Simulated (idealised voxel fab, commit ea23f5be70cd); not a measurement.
Herein follows the process module entitled voxel self aligned vias.
Shown is cross-section cut, with a width of 175 nm and square cells of size 5 nm.
Cross-section spec: square-cell grid; bands listed top down; each band is one or more rows. Top, bottom (nm), then materials left to right with widths (nm); lone material tagged "all across" fills the whole band edge to edge; "blank" = empty space. The reference from which all heights are counted is 0, the level beneath which the as-received wafer is entirely one material; the lowest band, having no lower bound, proceeds downward and is written after the example "from 0 down". The width entry "30->40" should be interpreted row by row: the top row of cells in the band takes the first number, the bottom row takes the second number, and the change between adjacent rows is uniform throughout. "no change" -> step changed no cross-section cell. Look at "Sealed void list" for the closed voids: empty spaces with no open path to the top, sized 8 cells or up. Each is width x height at distance, distance from the left edge, all nm. Where a step's line continues beyond its settings, the continuation is a remark by the simulator itself on that step. overlay nm: mask right of planned place by this much (step with mask). Neg. = left. Everything after this point is organized in pairs: a cross-section before one process step, a cross-section after it that shows only as deep as the lowest changed band, and, under the pair, the intervening step with its settings. Because different runs of this module on the same starting wafer can supply different pairs, a pair continues from the pair above it only if its entry headed "Preceding state" says so.

Preceding state
> from 0 down: Si all across
> Sealed void list: none

Post-Step Section View
> from 15 to 0: SiO2 all across
> Rest of section, below 0: as before.
> Sealed void list: none
Before/after cross-sections above; step in between: CONFORMAL_DEP: material SiO2, thk nm 15

Preceding state: The cross-section prior to this step is the one presented after the step of the pair immediately above.

Post-Step Section View
> from 20 to 15: SiCN all across
> Rest of section, below 15: as before.
> Sealed void list: none
Before/after cross-sections above; step in between: CONFORMAL_DEP: material SiCN, thk nm 5

Preceding state: The cross-section prior to this step is the one presented after the step of the pair immediately above.

Post-Step Section View
> from 45 to 20: lowk all across
> Rest of section, below 20: as before.
> Sealed void list: none
Before/after cross-sections above; step in between: DIRECTIONAL_DEP: material lowk, thk nm 25

Preceding state: The cross-section prior to this step is the one presented after the step of the pair immediately above.

Post-Step Section View
> from 60 to 45: aC all across
> Rest of section, below 45: as before.
> Sealed void list: none
Before/after cross-sections above; step in between: DIRECTIONAL_DEP: material aC, thk nm 15

Preceding state: The cross-section prior to this step is the one presented after the step of the pair immediately above.

Post-Step Section View
> from 95 to 60: resist: 40  blank: 25  resist: 40  blank: 25  resist: 45
> Rest of section, below 60: as before.
> Sealed void list: none
Before/after cross-sections above; step in between: PATTERN: tone open, mask id LINES, material resist, width nm 25, pitch nm 65, thk nm 35, overlay nm 0

Preceding state: The cross-section prior to this step is the one presented after the step of the pair immediately above.

Post-Step Section View
> from 80 to 60: resist: 40  blank: 25  resist: 40  blank: 25  resist: 45
> from 60 to 45: aC: 40  blank: 25  aC: 40  blank: 25  aC: 45
> Rest of section, below 45: as before.
> Sealed void list: none
Before/after cross-sections above; step in between: DIRECTIONAL_ETCH: etch materials aC, depth nm 15

Preceding state: The cross-section prior to this step is the one presented after the step of the pair immediately above.

Post-Step Section View
> from 60 to 45: aC: 40  blank: 25  aC: 40  blank: 25  aC: 45
> Rest of section, below 45: as before.
> Sealed void list: none
Before/after cross-sections above; step in between: STRIP: etch materials resist

Preceding state: The cross-section prior to this step is the one presented after the step of the pair immediately above.

Post-Step Section View
> from 60 to 45: aC: 40  blank: 25  aC: 40  blank: 25  aC: 45
> from 45 to 20: lowk: 40  blank: 25  lowk: 40  blank: 25  lowk: 45
> Rest of section, below 20: as before.
> Sealed void list: none
Before/after cross-sections above; step in between: DIRECTIONAL_ETCH: etch materials lowk, depth nm 25

Preceding state: The cross-section prior to this step is the one presented after the step of the pair immediately above.

Post-Step Section View
> from 45 to 20: lowk: 40  blank: 25  lowk: 40  blank: 25  lowk: 45
> Rest of section, below 20: as before.
> Sealed void list: none
Before/after cross-sections above; step in between: STRIP: etch materials aC

Preceding state: The cross-section prior to this step is the one presented after the step of the pair immediately above.

Post-Step Section View
> from 50 to 45: TiN: 45  blank: 15  TiN: 50  blank: 15  TiN: 50
> from 45 to 25: lowk: 40  TiN: 5  blank: 15  TiN: 5  lowk: 40  TiN: 5  blank: 15  TiN: 5  lowk: 45
> from 25 to 20: lowk: 40  TiN: 25  lowk: 40  TiN: 25  lowk: 45
> Rest of section, below 20: as before.
> Sealed void list: none
Before/after cross-sections above; step in between: CONFORMAL_DEP: material TiN, thk nm 5

Preceding state: The cross-section prior to this step is the one presented after the step of the pair immediately above.

Post-Step Section View
> from 60 to 50: W all across
> from 50 to 45: TiN: 45  W: 15  TiN: 50  W: 15  TiN: 50
> from 45 to 25: lowk: 40  TiN: 5  W: 15  TiN: 5  lowk: 40  TiN: 5  W: 15  TiN: 5  lowk: 45
> Rest of section, below 25: as before.
> Sealed void list: none
Before/after cross-sections above; step in between: FILL_DEP: material W, thk nm 10

Preceding state: The cross-section prior to this step is the one presented after the step of the pair immediately above.

Post-Step Section View
> from 45 to 25: lowk: 40  TiN: 5  W: 15  TiN: 5  lowk: 40  TiN: 5  W: 15  TiN: 5  lowk: 45
> Rest of section, below 25: as before.
> Sealed void list: none
Before/after cross-sections above; step in between: CMP: height nm 45

Preceding state: The cross-section prior to this step is the one presented after the step of the pair immediately above.

Post-Step Section View
> from 45 to 40: lowk: 40  blank: 25  lowk: 40  blank: 25  lowk: 45
> Rest of section, below 40: as before.
> Sealed void list: none
Before/after cross-sections above; step in between: SELECTIVE_ETCH: etch materials W Ru TiN, depth nm 5

Preceding state: The cross-section prior to this step is the one presented after the step of the pair immediately above.

Post-Step Section View
> from 50 to 45: SiN all across
> from 45 to 40: lowk: 40  SiN: 25  lowk: 40  SiN: 25  lowk: 45
> Rest of section, below 40: as before.
> Sealed void list: none
Before/after cross-sections above; step in between: FILL_DEP: material SiN, thk nm 5

Preceding state: The cross-section prior to this step is the one presented after the step of the pair immediately above.

Post-Step Section View
> from 45 to 40: lowk: 40  SiN: 25  lowk: 40  SiN: 25  lowk: 45
> Rest of section, below 40: as before.
> Sealed void list: none
Before/after cross-sections above; step in between: CMP: height nm 45

Preceding state: The cross-section prior to this step is the one presented after the step of the pair immediately above.

Post-Step Section View
> from 60 to 45: lowk all across
> Rest of section, below 45: as before.
> Sealed void list: none
Before/after cross-sections above; step in between: DIRECTIONAL_DEP: material lowk, thk nm 15

Preceding state: The cross-section prior to this step is the one presented after the step of the pair immediately above.

Post-Step Section View
> from 60 to 45: lowk: 35  blank: 35  lowk: 105
> Rest of section, below 45: as before.
> Sealed void list: none
Before/after cross-sections above; step in between: MASKED_ETCH: tone open, mask id VIAS, width nm 35, etch materials lowk, depth nm 15, overlay nm 0

Preceding state: The cross-section prior to this step is the one presented after the step of the pair immediately above.

Post-Step Section View
> from 60 to 45: lowk: 35  blank: 35  lowk: 105
> from 45 to 40: lowk: 40  blank: 25  lowk: 40  SiN: 25  lowk: 45
> Rest of section, below 40: as before.
> Sealed void list: none
Before/after cross-sections above; step in between: MASKED_ETCH: tone open, mask id VIAS, width nm 35, etch materials SiN, depth nm 5, overlay nm 0

Preceding state: The cross-section prior to this step is the one presented after the step of the pair immediately above.

Post-Step Section View
> from 65 to 60: TiN: 40  blank: 25  TiN: 110
> from 60 to 50: lowk: 35  TiN: 5  blank: 25  TiN: 5  lowk: 105
> from 50 to 45: lowk: 35  TiN: 10  blank: 15  TiN: 10  lowk: 105
> from 45 to 40: lowk: 40  TiN: 25  lowk: 40  SiN: 25  lowk: 45
> Rest of section, below 40: as before.
> Sealed void list: none
Before/after cross-sections above; step in between: CONFORMAL_DEP: material TiN, thk nm 5

Preceding state: The cross-section prior to this step is the one presented after the step of the pair immediately above.

Post-Step Section View
> from 70 to 65: Cu all across
> from 65 to 60: TiN: 40  Cu: 25  TiN: 110
> from 60 to 50: lowk: 35  TiN: 5  Cu: 25  TiN: 5  lowk: 105
> from 50 to 45: lowk: 35  TiN: 10  Cu: 15  TiN: 10  lowk: 105
> Rest of section, below 45: as before.
> Sealed void list: none
Before/after cross-sections above; step in between: FILL_DEP: material Cu, thk nm 5

Preceding state: The cross-section prior to this step is the one presented after the step of the pair immediately above.

Post-Step Section View
> from 60 to 50: lowk: 35  TiN: 5  Cu: 25  TiN: 5  lowk: 105
> Rest of section, below 50: as before.
> Sealed void list: none
Before/after cross-sections above; step in between: CMP: height nm 60

Preceding state: The cross-section prior to this step is the one presented after the step of the pair immediately above.

Post-Step Section View
> from 65 to 60: SiN all across
> Rest of section, below 60: as before.
> Sealed void list: none
Before/after cross-sections above; step in between: CONFORMAL_DEP: material SiN, thk nm 5

Preceding state
> from 0 down: Si all across
> Sealed void list: none

Post-Step Section View
> from 5 to 0: SiCN all across
> Rest of section, below 0: as before.
> Sealed void list: none
Before/after cross-sections above; step in between: CONFORMAL_DEP: material SiCN, thk nm 5

Preceding state: The cross-section prior to this step is the one presented after the step of the pair immediately above.

Post-Step Section View
> from 30 to 5: lowk all across
> Rest of section, below 5: as before.
> Sealed void list: none
Before/after cross-sections above; step in between: DIRECTIONAL_DEP: material lowk, thk nm 25

Preceding state: The cross-section prior to this step is the one presented after the step of the pair immediately above.

Post-Step Section View
> from 45 to 30: aC all across
> Rest of section, below 30: as before.
> Sealed void list: none
Before/after cross-sections above; step in between: DIRECTIONAL_DEP: material aC, thk nm 15

Preceding state: The cross-section prior to this step is the one presented after the step of the pair immediately above.

Post-Step Section View
> from 80 to 45: resist: 40  blank: 25  resist: 40  blank: 25  resist: 45
> Rest of section, below 45: as before.
> Sealed void list: none
Before/after cross-sections above; step in between: PATTERN: tone open, mask id LINES, material resist, width nm 25, pitch nm 65, thk nm 35, overlay nm 0

Preceding state: The cross-section prior to this step is the one presented after the step of the pair immediately above.

Post-Step Section View
> from 65 to 45: resist: 40  blank: 25  resist: 40  blank: 25  resist: 45
> from 45 to 30: aC: 40  blank: 25  aC: 40  blank: 25  aC: 45
> Rest of section, below 30: as before.
> Sealed void list: none
Before/after cross-sections above; step in between: DIRECTIONAL_ETCH: etch materials aC, depth nm 15

Preceding state: The cross-section prior to this step is the one presented after the step of the pair immediately above.

Post-Step Section View
> from 45 to 30: aC: 40  blank: 25  aC: 40  blank: 25  aC: 45
> Rest of section, below 30: as before.
> Sealed void list: none
Before/after cross-sections above; step in between: STRIP: etch materials resist

Preceding state: The cross-section prior to this step is the one presented after the step of the pair immediately above.

Post-Step Section View
> from 45 to 30: aC: 40  blank: 25  aC: 40  blank: 25  aC: 45
> from 30 to 5: lowk: 40  blank: 25  lowk: 40  blank: 25  lowk: 45
> Rest of section, below 5: as before.
> Sealed void list: none
Before/after cross-sections above; step in between: DIRECTIONAL_ETCH: etch materials lowk, depth nm 25

Preceding state: The cross-section prior to this step is the one presented after the step of the pair immediately above.

Post-Step Section View
> from 30 to 5: lowk: 40  blank: 25  lowk: 40  blank: 25  lowk: 45
> Rest of section, below 5: as before.
> Sealed void list: none
Before/after cross-sections above; step in between: STRIP: etch materials aC

Preceding state: The cross-section prior to this step is the one presented after the step of the pair immediately above.

Post-Step Section View
> from 35 to 30: TiN: 45  blank: 15  TiN: 50  blank: 15  TiN: 50
> from 30 to 10: lowk: 40  TiN: 5  blank: 15  TiN: 5  lowk: 40  TiN: 5  blank: 15  TiN: 5  lowk: 45
> from 10 to 5: lowk: 40  TiN: 25  lowk: 40  TiN: 25  lowk: 45
> Rest of section, below 5: as before.
> Sealed void list: none
Before/after cross-sections above; step in between: CONFORMAL_DEP: material TiN, thk nm 5

Preceding state: The cross-section prior to this step is the one presented after the step of the pair immediately above.

Post-Step Section View
> from 45 to 35: W all across
> from 35 to 30: TiN: 45  W: 15  TiN: 50  W: 15  TiN: 50
> from 30 to 10: lowk: 40  TiN: 5  W: 15  TiN: 5  lowk: 40  TiN: 5  W: 15  TiN: 5  lowk: 45
> Rest of section, below 10: as before.
> Sealed void list: none
Before/after cross-sections above; step in between: FILL_DEP: material W, thk nm 10

Preceding state: The cross-section prior to this step is the one presented after the step of the pair immediately above.

Post-Step Section View
> from 40 to 35: W all across
> Rest of section, below 35: as before.
> Sealed void list: none
Before/after cross-sections above; step in between: SELECTIVE_ETCH: etch materials W Ru TiN, depth nm 5

Preceding state: The cross-section prior to this step is the one presented after the step of the pair immediately above.

Post-Step Section View
> from 45 to 40: SiN all across
> Rest of section, below 40: as before.
> Sealed void list: none
Before/after cross-sections above; step in between: FILL_DEP: material SiN, thk nm 5

Preceding state: The cross-section prior to this step is the one presented after the step of the pair immediately above.

Post-Step Section View
> from 60 to 45: lowk all across
> Rest of section, below 45: as before.
> Sealed void list: none
Before/after cross-sections above; step in between: DIRECTIONAL_DEP: material lowk, thk nm 15

Preceding state: The cross-section prior to this step is the one presented after the step of the pair immediately above.

Post-Step Section View
> from 60 to 45: lowk: 35  blank: 35  lowk: 105
> Rest of section, below 45: as before.
> Sealed void list: none
Before/after cross-sections above; step in between: MASKED_ETCH: tone open, mask id VIAS, width nm 35, etch materials lowk, depth nm 15, overlay nm 0

Preceding state: The cross-section prior to this step is the one presented after the step of the pair immediately above.

Post-Step Section View
> from 60 to 45: lowk: 35  blank: 35  lowk: 105
> from 45 to 40: SiN: 35  blank: 35  SiN: 105
> Rest of section, below 40: as before.
> Sealed void list: none
Before/after cross-sections above; step in between: MASKED_ETCH: tone open, mask id VIAS, width nm 35, etch materials SiN, depth nm 5, overlay nm 0

Preceding state: The cross-section prior to this step is the one presented after the step of the pair immediately above.

Post-Step Section View
> from 65 to 60: TiN: 40  blank: 25  TiN: 110
> from 60 to 45: lowk: 35  TiN: 5  blank: 25  TiN: 5  lowk: 105
> from 45 to 40: SiN: 35  TiN: 35  SiN: 105
> Rest of section, below 40: as before.
> Sealed void list: none
Before/after cross-sections above; step in between: CONFORMAL_DEP: material TiN, thk nm 5

Preceding state: The cross-section prior to this step is the one presented after the step of the pair immediately above.

Post-Step Section View
> from 70 to 65: Cu all across
> from 65 to 60: TiN: 40  Cu: 25  TiN: 110
> from 60 to 45: lowk: 35  TiN: 5  Cu: 25  TiN: 5  lowk: 105
> Rest of section, below 45: as before.
> Sealed void list: none
Before/after cross-sections above; step in between: FILL_DEP: material Cu, thk nm 5

Preceding state: The cross-section prior to this step is the one presented after the step of the pair immediately above.

Post-Step Section View
> from 60 to 45: lowk: 35  TiN: 5  Cu: 25  TiN: 5  lowk: 105
> Rest of section, below 45: as before.
> Sealed void list: none
Before/after cross-sections above; step in between: CMP: height nm 60

Preceding state: The cross-section prior to this step is the one presented after the step of the pair immediately above.

Post-Step Section View
> from 65 to 60: SiN all across
> Rest of section, below 60: as before.
> Sealed void list: none
Before/after cross-sections above; step in between: CONFORMAL_DEP: material SiN, thk nm 5

Preceding state
> from 15 to 0: SiO2 all across
> from 0 down: Si all across
> Sealed void list: none

Post-Step Section View
> from 30 to 0: SiO2 all across
> Rest of section, below 0: as before.
> Sealed void list: none
Before/after cross-sections above; step in between: CONFORMAL_DEP: material SiO2, thk nm 15

Preceding state: The cross-section prior to this step is the one presented after the step of the pair immediately above.

Post-Step Section View
> from 35 to 30: SiCN all across
> Rest of section, below 30: as before.
> Sealed void list: none
Before/after cross-sections above; step in between: CONFORMAL_DEP: material SiCN, thk nm 5

Preceding state: The cross-section prior to this step is the one presented after the step of the pair immediately above.

Post-Step Section View
> from 60 to 35: lowk all across
> Rest of section, below 35: as before.
> Sealed void list: none
Before/after cross-sections above; step in between: DIRECTIONAL_DEP: material lowk, thk nm 25

Preceding state: The cross-section prior to this step is the one presented after the step of the pair immediately above.

Post-Step Section View
> from 75 to 60: aC all across
> Rest of section, below 60: as before.
> Sealed void list: none
Before/after cross-sections above; step in between: DIRECTIONAL_DEP: material aC, thk nm 15

Preceding state: The cross-section prior to this step is the one presented after the step of the pair immediately above.

Post-Step Section View
> from 110 to 75: resist: 40  blank: 25  resist: 40  blank: 25  resist: 45
> Rest of section, below 75: as before.
> Sealed void list: none
Before/after cross-sections above; step in between: PATTERN: tone open, mask id LINES, material resist, width nm 25, pitch nm 65, thk nm 35, overlay nm 0

Preceding state: The cross-section prior to this step is the one presented after the step of the pair immediately above.

Post-Step Section View
> from 95 to 75: resist: 40  blank: 25  resist: 40  blank: 25  resist: 45
> from 75 to 60: aC: 40  blank: 25  aC: 40  blank: 25  aC: 45
> Rest of section, below 60: as before.
> Sealed void list: none
Before/after cross-sections above; step in between: DIRECTIONAL_ETCH: etch materials aC, depth nm 15

Preceding state: The cross-section prior to this step is the one presented after the step of the pair immediately above.

Post-Step Section View
> from 75 to 60: aC: 40  blank: 25  aC: 40  blank: 25  aC: 45
> Rest of section, below 60: as before.
> Sealed void list: none
Before/after cross-sections above; step in between: STRIP: etch materials resist

Preceding state: The cross-section prior to this step is the one presented after the step of the pair immediately above.

Post-Step Section View
> from 75 to 60: aC: 40  blank: 25  aC: 40  blank: 25  aC: 45
> from 60 to 35: lowk: 40  blank: 25  lowk: 40  blank: 25  lowk: 45
> Rest of section, below 35: as before.
> Sealed void list: none
Before/after cross-sections above; step in between: DIRECTIONAL_ETCH: etch materials lowk, depth nm 25

Preceding state: The cross-section prior to this step is the one presented after the step of the pair immediately above.

Post-Step Section View
> from 60 to 35: lowk: 40  blank: 25  lowk: 40  blank: 25  lowk: 45
> Rest of section, below 35: as before.
> Sealed void list: none
Before/after cross-sections above; step in between: STRIP: etch materials aC

Preceding state: The cross-section prior to this step is the one presented after the step of the pair immediately above.

Post-Step Section View
> from 65 to 60: TiN: 45  blank: 15  TiN: 50  blank: 15  TiN: 50
> from 60 to 40: lowk: 40  TiN: 5  blank: 15  TiN: 5  lowk: 40  TiN: 5  blank: 15  TiN: 5  lowk: 45
> from 40 to 35: lowk: 40  TiN: 25  lowk: 40  TiN: 25  lowk: 45
> Rest of section, below 35: as before.
> Sealed void list: none
Before/after cross-sections above; step in between: CONFORMAL_DEP: material TiN, thk nm 5

Preceding state: The cross-section prior to this step is the one presented after the step of the pair immediately above.

Post-Step Section View
> from 75 to 65: W all across
> from 65 to 60: TiN: 45  W: 15  TiN: 50  W: 15  TiN: 50
> from 60 to 40: lowk: 40  TiN: 5  W: 15  TiN: 5  lowk: 40  TiN: 5  W: 15  TiN: 5  lowk: 45
> Rest of section, below 40: as before.
> Sealed void list: none
Before/after cross-sections above; step in between: FILL_DEP: material W, thk nm 10

Preceding state: The cross-section prior to this step is the one presented after the step of the pair immediately above.

Post-Step Section View
> from 45 to 40: lowk: 40  TiN: 5  W: 15  TiN: 5  lowk: 40  TiN: 5  W: 15  TiN: 5  lowk: 45
> Rest of section, below 40: as before.
> Sealed void list: none
Before/after cross-sections above; step in between: CMP: height nm 45

Preceding state: The cross-section prior to this step is the one presented after the step of the pair immediately above.

Post-Step Section View
> from 45 to 40: lowk: 40  blank: 25  lowk: 40  blank: 25  lowk: 45
> Rest of section, below 40: as before.
> Sealed void list: none
Before/after cross-sections above; step in between: SELECTIVE_ETCH: etch materials W Ru TiN, depth nm 5

Preceding state: The cross-section prior to this step is the one presented after the step of the pair immediately above.

Post-Step Section View
> from 50 to 45: SiN all across
> from 45 to 40: lowk: 40  SiN: 25  lowk: 40  SiN: 25  lowk: 45
> Rest of section, below 40: as before.
> Sealed void list: none
Before/after cross-sections above; step in between: FILL_DEP: material SiN, thk nm 5

Preceding state: The cross-section prior to this step is the one presented after the step of the pair immediately above.

Post-Step Section View
> from 45 to 40: lowk: 40  SiN: 25  lowk: 40  SiN: 25  lowk: 45
> Rest of section, below 40: as before.
> Sealed void list: none
Before/after cross-sections above; step in between: CMP: height nm 45

Preceding state: The cross-section prior to this step is the one presented after the step of the pair immediately above.

Post-Step Section View
> from 60 to 45: lowk all across
> Rest of section, below 45: as before.
> Sealed void list: none
Before/after cross-sections above; step in between: DIRECTIONAL_DEP: material lowk, thk nm 15

Preceding state: The cross-section prior to this step is the one presented after the step of the pair immediately above.

Post-Step Section View
> from 60 to 45: lowk: 35  blank: 35  lowk: 105
> Rest of section, below 45: as before.
> Sealed void list: none
Before/after cross-sections above; step in between: MASKED_ETCH: tone open, mask id VIAS, width nm 35, etch materials lowk, depth nm 15, overlay nm 0

Preceding state: The cross-section prior to this step is the one presented after the step of the pair immediately above.

Post-Step Section View
> from 60 to 45: lowk: 35  blank: 35  lowk: 105
> from 45 to 40: lowk: 40  blank: 25  lowk: 40  SiN: 25  lowk: 45
> Rest of section, below 40: as before.
> Sealed void list: none
Before/after cross-sections above; step in between: MASKED_ETCH: tone open, mask id VIAS, width nm 35, etch materials SiN, depth nm 5, overlay nm 0

Preceding state: The cross-section prior to this step is the one presented after the step of the pair immediately above.

Post-Step Section View
> from 65 to 60: TiN: 40  blank: 25  TiN: 110
> from 60 to 50: lowk: 35  TiN: 5  blank: 25  TiN: 5  lowk: 105
> from 50 to 45: lowk: 35  TiN: 10  blank: 15  TiN: 10  lowk: 105
> from 45 to 40: lowk: 40  TiN: 25  lowk: 40  SiN: 25  lowk: 45
> Rest of section, below 40: as before.
> Sealed void list: none
Before/after cross-sections above; step in between: CONFORMAL_DEP: material TiN, thk nm 5

Preceding state: The cross-section prior to this step is the one presented after the step of the pair immediately above.

Post-Step Section View
> from 70 to 65: Cu all across
> from 65 to 60: TiN: 40  Cu: 25  TiN: 110
> from 60 to 50: lowk: 35  TiN: 5  Cu: 25  TiN: 5  lowk: 105
> from 50 to 45: lowk: 35  TiN: 10  Cu: 15  TiN: 10  lowk: 105
> Rest of section, below 45: as before.
> Sealed void list: none
Before/after cross-sections above; step in between: FILL_DEP: material Cu, thk nm 5

Preceding state: The cross-section prior to this step is the one presented after the step of the pair immediately above.

Post-Step Section View
> from 60 to 50: lowk: 35  TiN: 5  Cu: 25  TiN: 5  lowk: 105
> Rest of section, below 50: as before.
> Sealed void list: none
Before/after cross-sections above; step in between: CMP: height nm 60

Preceding state: The cross-section prior to this step is the one presented after the step of the pair immediately above.

Post-Step Section View
> from 65 to 60: SiN all across
> Rest of section, below 60: as before.
> Sealed void list: none
Before/after cross-sections above; step in between: CONFORMAL_DEP: material SiN, thk nm 5

Preceding state
> from 45 to 40: lowk: 40  SiN: 25  lowk: 40  SiN: 25  lowk: 45
> from 40 to 25: lowk: 40  TiN: 5  W: 15  TiN: 5  lowk: 40  TiN: 5  W: 15  TiN: 5  lowk: 45
> from 25 to 20: lowk: 40  TiN: 25  lowk: 40  TiN: 25  lowk: 45
> from 20 to 15: SiCN all across
> from 15 to 0: SiO2 all across
> from 0 down: Si all across
> Sealed void list: none

Post-Step Section View
> from 45 to 40: lowk: 35  blank: 5  SiN: 25  blank: 5  lowk: 35  SiN: 25  lowk: 45
> from 40 to 30: lowk: 35  blank: 5  TiN: 5  W: 15  TiN: 5  blank: 5  lowk: 35  TiN: 5  W: 15  TiN: 5  lowk: 45
> Rest of section, below 30: as before.
> Sealed void list: none
Before/after cross-sections above; step in between: MASKED_ETCH: tone open, mask id VIAS, width nm 35, etch materials lowk, depth nm 15, overlay nm 0

Preceding state: The cross-section prior to this step is the one presented after the step of the pair immediately above.

Post-Step Section View
> from 60 to 45: lowk: 35  blank: 5  lowk: 25  blank: 5  lowk: 105
> from 45 to 40: lowk: 40  SiN: 25  lowk: 40  SiN: 25  lowk: 45
> from 40 to 25: lowk: 40  TiN: 5  W: 15  TiN: 5  lowk: 40  TiN: 5  W: 15  TiN: 5  lowk: 45
> Rest of section, below 25: as before.
> Sealed void list: none
Before/after cross-sections above; step in between: DIRECTIONAL_DEP: material lowk, thk nm 15

Preceding state: The cross-section prior to this step is the one presented after the step of the pair immediately above.

Post-Step Section View
> from 65 to 60: TiN all across
> from 60 to 45: lowk: 35  TiN: 5  lowk: 25  TiN: 5  lowk: 105
> Rest of section, below 45: as before.
> Sealed void list: none
Before/after cross-sections above; step in between: CONFORMAL_DEP: material TiN, thk nm 5

Preceding state: The cross-section prior to this step is the one presented after the step of the pair immediately above.

Post-Step Section View
> from 70 to 65: Cu all across
> Rest of section, below 65: as before.
> Sealed void list: none
Before/after cross-sections above; step in between: FILL_DEP: material Cu, thk nm 5

Preceding state: The cross-section prior to this step is the one presented after the step of the pair immediately above.

Post-Step Section View
> from 60 to 45: lowk: 35  TiN: 5  lowk: 25  TiN: 5  lowk: 105
> Rest of section, below 45: as before.
> Sealed void list: none
Before/after cross-sections above; step in between: CMP: height nm 60

Preceding state: The cross-section prior to this step is the one presented after the step of the pair immediately above.

Post-Step Section View
> from 65 to 60: SiN all across
> Rest of section, below 60: as before.
> Sealed void list: none
Before/after cross-sections above; step in between: CONFORMAL_DEP: material SiN, thk nm 5

Preceding state
> from 70 to 65: Cu all across
> from 65 to 60: TiN: 40  Cu: 25  TiN: 110
> from 60 to 50: lowk: 35  TiN: 5  Cu: 25  TiN: 5  lowk: 105
> from 50 to 45: lowk: 35  TiN: 10  Cu: 15  TiN: 10  lowk: 105
> from 45 to 40: lowk: 40  TiN: 25  lowk: 40  SiN: 25  lowk: 45
> from 40 to 25: lowk: 40  TiN: 5  W: 15  TiN: 5  lowk: 40  TiN: 5  W: 15  TiN: 5  lowk: 45
> from 25 to 20: lowk: 40  TiN: 25  lowk: 40  TiN: 25  lowk: 45
> from 20 to 15: SiCN all across
> from 15 to 0: SiO2 all across
> from 0 down: Si all across
> Sealed void list: none

Post-Step Section View
> from 50 to 45: lowk: 35  TiN: 10  Cu: 15  TiN: 10  lowk: 105
> Rest of section, below 45: as before.
> Sealed void list: none
Before/after cross-sections above; step in between: CMP: height nm 50

Preceding state: The cross-section prior to this step is the one presented after the step of the pair immediately above.

Post-Step Section View
> from 55 to 50: SiN all across
> Rest of section, below 50: as before.
> Sealed void list: none
Before/after cross-sections above; step in between: CONFORMAL_DEP: material SiN, thk nm 5

Preceding state
> from 60 to 45: aC all across
> from 45 to 20: lowk all across
> from 20 to 15: SiCN all across
> from 15 to 0: SiO2 all across
> from 0 down: Si all across
> Sealed void list: none

Post-Step Section View
> from 95 to 60: resist: 35  blank: 35  resist: 30  blank: 35  resist: 40
> Rest of section, below 60: as before.
> Sealed void list: none
Before/after cross-sections above; step in between: PATTERN: tone open, mask id LINES, material resist, width nm 35, pitch nm 65, thk nm 35, overlay nm 0

Preceding state: The cross-section prior to this step is the one presented after the step of the pair immediately above.

Post-Step Section View
> from 80 to 60: resist: 35  blank: 35  resist: 30  blank: 35  resist: 40
> from 60 to 45: aC: 35  blank: 35  aC: 30  blank: 35  aC: 40
> Rest of section, below 45: as before.
> Sealed void list: none
Before/after cross-sections above; step in between: DIRECTIONAL_ETCH: etch materials aC, depth nm 15

Preceding state: The cross-section prior to this step is the one presented after the step of the pair immediately above.

Post-Step Section View
> from 60 to 45: aC: 35  blank: 35  aC: 30  blank: 35  aC: 40
> Rest of section, below 45: as before.
> Sealed void list: none
Before/after cross-sections above; step in between: STRIP: etch materials resist

Preceding state: The cross-section prior to this step is the one presented after the step of the pair immediately above.

Post-Step Section View
> from 60 to 45: aC: 35  blank: 35  aC: 30  blank: 35  aC: 40
> from 45 to 20: lowk: 35  blank: 35  lowk: 30  blank: 35  lowk: 40
> Rest of section, below 20: as before.
> Sealed void list: none
Before/after cross-sections above; step in between: DIRECTIONAL_ETCH: etch materials lowk, depth nm 25

Preceding state: The cross-section prior to this step is the one presented after the step of the pair immediately above.

Post-Step Section View
> from 45 to 20: lowk: 35  blank: 35  lowk: 30  blank: 35  lowk: 40
> Rest of section, below 20: as before.
> Sealed void list: none
Before/after cross-sections above; step in between: STRIP: etch materials aC

Preceding state: The cross-section prior to this step is the one presented after the step of the pair immediately above.

Post-Step Section View
> from 50 to 45: TiN: 40  blank: 25  TiN: 40  blank: 25  TiN: 45
> from 45 to 25: lowk: 35  TiN: 5  blank: 25  TiN: 5  lowk: 30  TiN: 5  blank: 25  TiN: 5  lowk: 40
> from 25 to 20: lowk: 35  TiN: 35  lowk: 30  TiN: 35  lowk: 40
> Rest of section, below 20: as before.
> Sealed void list: none
Before/after cross-sections above; step in between: CONFORMAL_DEP: material TiN, thk nm 5

Preceding state: The cross-section prior to this step is the one presented after the step of the pair immediately above.

Post-Step Section View
> from 60 to 50: W all across
> from 50 to 45: TiN: 40  W: 25  TiN: 40  W: 25  TiN: 45
> from 45 to 25: lowk: 35  TiN: 5  W: 25  TiN: 5  lowk: 30  TiN: 5  W: 25  TiN: 5  lowk: 40
> Rest of section, below 25: as before.
> Sealed void list: none
Before/after cross-sections above; step in between: FILL_DEP: material W, thk nm 10

Preceding state: The cross-section prior to this step is the one presented after the step of the pair immediately above.

Post-Step Section View
> from 45 to 25: lowk: 35  TiN: 5  W: 25  TiN: 5  lowk: 30  TiN: 5  W: 25  TiN: 5  lowk: 40
> Rest of section, below 25: as before.
> Sealed void list: none
Before/after cross-sections above; step in between: CMP: height nm 45

Preceding state: The cross-section prior to this step is the one presented after the step of the pair immediately above.

Post-Step Section View
> from 45 to 40: lowk: 35  blank: 35  lowk: 30  blank: 35  lowk: 40
> Rest of section, below 40: as before.
> Sealed void list: none
Before/after cross-sections above; step in between: SELECTIVE_ETCH: etch materials W Ru TiN, depth nm 5

Preceding state: The cross-section prior to this step is the one presented after the step of the pair immediately above.

Post-Step Section View
> from 50 to 45: SiN all across
> from 45 to 40: lowk: 35  SiN: 35  lowk: 30  SiN: 35  lowk: 40
> Rest of section, below 40: as before.
> Sealed void list: none
Before/after cross-sections above; step in between: FILL_DEP: material SiN, thk nm 5

Preceding state: The cross-section prior to this step is the one presented after the step of the pair immediately above.

Post-Step Section View
> from 45 to 40: lowk: 35  SiN: 35  lowk: 30  SiN: 35  lowk: 40
> Rest of section, below 40: as before.
> Sealed void list: none
Before/after cross-sections above; step in between: CMP: height nm 45

Preceding state: The cross-section prior to this step is the one presented after the step of the pair immediately above.

Post-Step Section View
> from 60 to 45: lowk all across
> Rest of section, below 45: as before.
> Sealed void list: none
Before/after cross-sections above; step in between: DIRECTIONAL_DEP: material lowk, thk nm 15

Preceding state: The cross-section prior to this step is the one presented after the step of the pair immediately above.

Post-Step Section View
> from 60 to 45: lowk: 35  blank: 35  lowk: 105
> Rest of section, below 45: as before.
> Sealed void list: none
Before/after cross-sections above; step in between: MASKED_ETCH: tone open, mask id VIAS, width nm 35, etch materials lowk, depth nm 15, overlay nm 0
